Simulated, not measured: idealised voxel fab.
A process module follows: voxel self aligned vias.
In the cross-section labelled cut, the width is 265 nm and each square cell is 5 nm.
Square cells in a grid make up a cross-section in this document, and the grid is given as bands, listed from the top down, each one or more rows of cells.
Band: top height; bottom height; in nm. Then, left to right: material with width in nm, for each material. "edge to edge": a single material spanning edge to edge. "empty": empty space.
Heights are expressed relative to 0, this being the level below which the as-received wafer comprises one material exclusively. The lowest band is unbounded in the downward direction and is denoted as in "0..down".
Graded width ("30..40"): value in top row of band = first number; value in bottom row = second number; row-to-row change constant.
For the purposes of this document, the phrase "remains unaltered" attached to a step denotes that no cell within the cross-section was modified by that step.
In "Enclosed void inventory" the enclosed voids are listed, meaning empty spaces of 8 cells or larger without any opening to the top. The form is width x height at distance, distance from the left edge, units nm.
If you see something after the settings on a step's line, that's the simulator's own remark about that step.
A step's line can hold "overlay nm"; with a mask on that step, the setting says how far right of the planned place the mask lay, while a negative setting says it lay to the left.

Planned process steps:
step 1: RECEIVE | material Si
step 2: CONFORMAL_DEP | material SiO2 | thk nm 15
step 3: CONFORMAL_DEP | material SiCN | thk nm 5
step 4: DIRECTIONAL_DEP | material lowk | thk nm 30
step 5: MASKED_ETCH | tone open | mask id LINES | width nm 25 | pitch nm 75 | etch materials lowk | depth nm 30 | overlay nm 0
step 6: CONFORMAL_DEP | material TiN | thk nm 5
step 7: FILL_DEP | material Ru | thk nm 10
step 8: CMP | height nm 50
step 9: SELECTIVE_ETCH | etch materials W Ru TiN | depth nm 5
step 10: FILL_DEP | material SiN | thk nm 10
step 11: CMP | height nm 50
step 12: DIRECTIONAL_DEP | material lowk | thk nm 20
step 13: PATTERN | tone open | mask id VIAS | material resist | width nm 45 | thk nm 20 | overlay nm 0
step 14: DIRECTIONAL_ETCH | etch materials lowk | depth nm 20
step 15: DIRECTIONAL_ETCH | etch materials SiN | depth nm 5
step 16: STRIP | etch materials resist
step 17: CONFORMAL_DEP | material TiN | thk nm 5
step 18: FILL_DEP | material W | thk nm 10
step 19: CMP | height nm 70
step 20: CONFORMAL_DEP | material SiN | thk nm 5

Cross-section of the wafer at receipt, which is the condition after step 1:
0..down | Si edge to edge
Enclosed void inventory: none

The first of the two wafers as seen in cross-section once the module was finished; processing followed the plan:
75..70 | SiN edge to edge
70..55 | 70 of lowk; 5 of TiN; 35 of W; 5 of TiN; 150 of lowk
55..50 | 70 of lowk; 15 of TiN; 15 of W; 15 of TiN; 150 of lowk
50..45 | 80 of lowk; 25 of TiN; 50 of lowk; 25 of SiN; 85 of lowk
45..25 | 80 of lowk; 5 of TiN; 15 of Ru; 5 of TiN; 50 of lowk; 5 of TiN; 15 of Ru; 5 of TiN; 85 of lowk
25..20 | 80 of lowk; 25 of TiN; 50 of lowk; 25 of TiN; 85 of lowk
20..15 | SiCN edge to edge
15..0 | SiO2 edge to edge
0..down | Si edge to edge
Enclosed void inventory: none

Cross-section at end of module for the second wafer of two, which matched the first in starting point and plan and differed by one mistake in its processing:
75..70 | SiN edge to edge
70..55 | 70 of lowk; 5 of TiN; 35 of W; 5 of TiN; 150 of lowk
55..50 | 70 of lowk; 25 of TiN; 15 of W; 5 of TiN; 150 of lowk
50..45 | 90 of lowk; 25 of TiN; 50 of lowk; 25 of SiN; 75 of lowk
45..25 | 90 of lowk; 5 of TiN; 15 of Ru; 5 of TiN; 50 of lowk; 5 of TiN; 15 of Ru; 5 of TiN; 75 of lowk
25..20 | 90 of lowk; 25 of TiN; 50 of lowk; 25 of TiN; 75 of lowk
20..15 | SiCN edge to edge
15..0 | SiO2 edge to edge
0..down | Si edge to edge
Enclosed void inventory: none
Want to know what went wrong? step 5 was run on a setting that differed from the plan, and what really ran there is MASKED_ETCH | tone open | mask id LINES | width nm 25 | pitch nm 75 | etch materials lowk | depth nm 30 | overlay nm 10
Matching per-material cell counts, mismatched positions: that is how the second wafer compares with the first at the end.
